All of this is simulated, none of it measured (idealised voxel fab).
Process module, titled voxel wiring stack
In the cross-section labelled cut, the width is 220 nm and each square cell is 5 nm.
Just so we're on the same page, the cross-sections are grids of square cells, and they're listed out in bands top to bottom, each band one or more rows deep.
Read a band's entry like this: the first values are the height of its top and the height of its bottom in nm, and what follows is the sequence of materials from left to right, each with its width in nm. Note that "empty" is empty space, and that a single material marked "full width" reaches across the band from edge to edge.
Convention: height 0 is the level below which the wafer, as received, is all one material. The lowest band does not terminate at the bottom but continues downward, represented as "0 -> down".
A width such as "30->40" changes by the same amount from each row of cells to the next, from the band's top row to its bottom row.
A step reported as "remained the same" is a step in which no cell of the cross-section changed.
Sealed void list: empty space of 8 cells or more with no open way to the top, each as width x height at its distance from the left edge, in nm
Heads up: the bit after the settings on a step's line is the simulator's remark on that step.
"overlay nm" answers the question of how far to the right of plan the mask lay on a step that has a mask, and when it is negative the answer is to the left.
**The following list gives the planned process steps**
step 1: RECEIVE,material Si
step 2: CONFORMAL_DEP,material SiO2,thk nm 10
step 3: CONFORMAL_DEP,material SiN,thk nm 5
step 4: DIRECTIONAL_DEP,material lowk,thk nm 15
step 5: MASKED_ETCH,tone open,mask id METAL_1,width nm 20,pitch nm 50,etch materials lowk,depth nm 15,overlay nm 0
step 6: MASKED_ETCH,tone open,mask id METAL_1,width nm 20,pitch nm 50,etch materials SiN,depth nm 5,overlay nm 0
step 7: CONFORMAL_DEP,material TiN,thk nm 5
step 8: FILL_DEP,material Cu,thk nm 5
step 9: CMP,height nm 30
step 10: CONFORMAL_DEP,material SiCN,thk nm 5
step 11: DIRECTIONAL_DEP,material SiO2,thk nm 10
step 12: MASKED_ETCH,tone open,mask id PLUG_1,width nm 15,pitch nm 50,etch materials SiO2,depth nm 10,overlay nm 0
step 13: MASKED_ETCH,tone open,mask id PLUG_1,width nm 15,pitch nm 50,etch materials SiCN,depth nm 5,overlay nm 0
step 14: EPI,material Ru,thk nm 10
step 15: EPI,material Ru,thk nm 5
step 16: DIRECTIONAL_DEP,material TiN,thk nm 5
step 17: DIRECTIONAL_DEP,material Ru,thk nm 20
step 18: DIRECTIONAL_DEP,material aC,thk nm 15
step 19: PATTERN,tone cover,mask id METAL_2,material resist,width nm 20,pitch nm 50,thk nm 30,overlay nm 0
step 20: DIRECTIONAL_ETCH,etch materials aC,depth nm 15
step 21: STRIP,etch materials resist
step 22: DIRECTIONAL_ETCH,etch materials Ru,depth nm 20
step 23: DIRECTIONAL_ETCH,etch materials TiN,depth nm 5
step 24: STRIP,etch materials aC
step 25: CONFORMAL_DEP,material SiN,thk nm 5
step 26: FILL_DEP,material lowk,thk nm 10
step 27: CMP,height nm 70
step 28: CONFORMAL_DEP,material SiCN,thk nm 5
step 29: DIRECTIONAL_DEP,material SiO2,thk nm 10
step 30: PATTERN,tone open,mask id PLUG_2,material resist,width nm 15,pitch nm 50,thk nm 15,overlay nm 0
step 31: DIRECTIONAL_ETCH,etch materials SiO2,depth nm 10
step 32: DIRECTIONAL_ETCH,etch materials SiCN,depth nm 5
step 33: STRIP,etch materials resist
step 34: EPI,material Ru,thk nm 10
step 35: EPI,material Ru,thk nm 5
step 36: CONFORMAL_DEP,material SiN,thk nm 5
step 37: DIRECTIONAL_DEP,material SiO2,thk nm 25
step 38: PATTERN,tone open,mask id METAL_3,material resist,width nm 20,pitch nm 50,thk nm 15,overlay nm 0
step 39: DIRECTIONAL_ETCH,etch materials SiO2,depth nm 25
step 40: DIRECTIONAL_ETCH,etch materials SiN,depth nm 5
step 41: STRIP,etch materials resist
step 42: CONFORMAL_DEP,material TiN,thk nm 5
step 43: FILL_DEP,material Ru,thk nm 5
step 44: CMP,height nm 115
step 45: CONFORMAL_DEP,material SiCN,thk nm 5
**Cross-section, incoming material, after step 1**
0 -> down = Si full width
Sealed void list: none
**The first of the two wafers as seen in cross-section once the module was finished; processing followed the plan**
120 -> 115 = SiCN full width
115 -> 90 = SiO2 (75) / TiN (5) / Ru (10) / TiN (5) / SiO2 (30) / TiN (5) / Ru (10) / TiN (5) / SiO2 (75)
90 -> 85 = SiN (75) / TiN (20) / SiN (30) / TiN (20) / SiN (75)
85 -> 75 = SiO2 (75) / Ru (15) / SiO2 (35) / Ru (15) / SiO2 (80)
75 -> 70 = SiCN (75) / Ru (15) / SiCN (35) / Ru (15) / SiCN (80)
70 -> 50 = lowk (70) / SiN (5) / Ru (20) / SiN (5) / lowk (20) / SiN (5) / Ru (20) / SiN (5) / lowk (70)
50 -> 45 = SiN (75) / TiN (20) / SiN (30) / TiN (20) / SiN (75)
45 -> 35 = SiO2 (75) / Ru (15) / SiO2 (35) / Ru (15) / SiO2 (80)
35 -> 30 = SiCN (75) / Ru (15) / SiCN (35) / Ru (15) / SiCN (80)
30 -> 15 = lowk (75) / TiN (5) / Cu (10) / TiN (5) / lowk (30) / TiN (5) / Cu (10) / TiN (5) / lowk (75)
15 -> 10 = SiN (75) / TiN (20) / SiN (30) / TiN (20) / SiN (75)
10 -> 0 = SiO2 full width
0 -> down = Si full width
Sealed void list: none
**Second of two wafers, module complete, sectioned: it shares the first wafer's start and plan but was run with one mistake**
120 -> 115 = SiCN full width
115 -> 90 = SiO2 (75) / TiN (5) / Ru (10) / TiN (5) / SiO2 (30) / TiN (5) / Ru (10) / TiN (5) / SiO2 (75)
90 -> 85 = SiN (75) / TiN (20) / SiN (30) / TiN (20) / SiN (75)
85 -> 75 = SiO2 (75) / Ru (15) / SiO2 (35) / Ru (15) / SiO2 (80)
75 -> 70 = SiCN (75) / Ru (15) / SiCN (35) / Ru (15) / SiCN (80)
70 -> 50 = lowk (70) / SiN (5) / Ru (20) / SiN (5) / lowk (20) / SiN (5) / Ru (20) / SiN (5) / lowk (70)
50 -> 45 = SiN (75) / TiN (20) / SiN (30) / TiN (20) / SiN (75)
45 -> 35 = SiO2 (75) / Ru (15) / SiO2 (35) / Ru (15) / SiO2 (80)
35 -> 30 = SiCN (75) / Ru (15) / SiCN (35) / Ru (15) / SiCN (80)
30 -> 20 = lowk (70) / TiN (5) / Cu (20) / TiN (5) / lowk (20) / TiN (5) / Cu (20) / TiN (5) / lowk (70)
20 -> 15 = lowk (70) / TiN (10) / Cu (10) / TiN (10) / lowk (20) / TiN (10) / Cu (10) / TiN (10) / lowk (70)
15 -> 10 = SiN (75) / TiN (20) / SiN (30) / TiN (20) / SiN (75)
10 -> 0 = SiO2 full width
0 -> down = Si full width
Sealed void list: none
Diagnosis: step 5 deviated from plan and actually ran as MASKED_ETCH,tone open,mask id METAL_1,width nm 30,pitch nm 50,etch materials lowk,depth nm 15,overlay nm 0
End of process, cell counts, second wafer against first, materials with more or fewer: Cu +8 | TiN +4 | lowk -12
